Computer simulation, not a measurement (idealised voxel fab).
This section sets out a process module, namely voxel local oxidation.
Section shown: cut. Width: 160 nm. Cell size: 5 nm, square.
When this document writes out a cross-section, it uses a grid of square cells and lists it as bands, beginning at the top and moving down, with a band standing for one or more rows of cells.
This entry defines a band. It first specifies the height of the band's top and the height of its bottom in nm, and then specifies the band's materials from left to right, stating each material with its width in nm. The word "all across" identifies a single material that fills the band from edge to edge, while the word "air" identifies empty space.
Height is counted from the level 0, under which the received wafer is composed throughout of one material. The lowest of the bands is not closed at the bottom but continues downward, in the notation "0 -> down".
When a width is written as two numbers, as in "30->40", the first number is the width in the top row of cells of the band and the second is the width in its bottom row, and the width changes by the same amount from each row to the next.
The designation "nothing was modified", where it is given for a processing step, indicates that no cell of the cross-section was altered in the course of that step.
For the entry "Completely enclosed voids", the listed items are empty spaces with no open way to the top whose size is 8 cells or more; each item follows the pattern width x height at distance, where distance is from the left edge and all three are in nm.
after a step's settings: what the simulator itself notes on the step
What "overlay nm" on a step's line means: if the step has a mask, that mask lay this far to the right of its planned place, or, when the value is negative, to the left.

-- Intended process steps
- 1: op RECEIVE | material Si
- 2: op CONFORMAL_DEP | material SiO2 | thk nm 5
- 3: op CONFORMAL_DEP | material SiN | thk nm 10
- 4: op PATTERN | tone cover | mask id ACTIVE | material resist | width nm 95 | thk nm 15 | overlay nm 0
- 5: op DIRECTIONAL_ETCH | etch materials SiN | depth nm 10
- 6: op STRIP | etch materials resist
- 7: op SELECTIVE_ETCH | etch materials SiO2 | depth nm 5
- 8: op OXIDIZE | depth nm 10
- 9: op STRIP | etch materials SiN

-- Here's what the wafer looked like in cross-section when it arrived - that's after step 1
    0 -> down  Si all across
    Completely enclosed voids: none

-- Post-module cross-section: identical start and plan to those above, one misstep in execution
    15 -> 5  air: 30; SiN: 95; air: 35
    5 -> 0  air: 35; SiO2: 85; air: 40
    0 -> -10  SiO2: 45; Si: 65; SiO2: 50
    -10 -> down  Si all across
    Completely enclosed voids: none
The plan and the run diverged here: step 9 of the plan: omitted, not performed
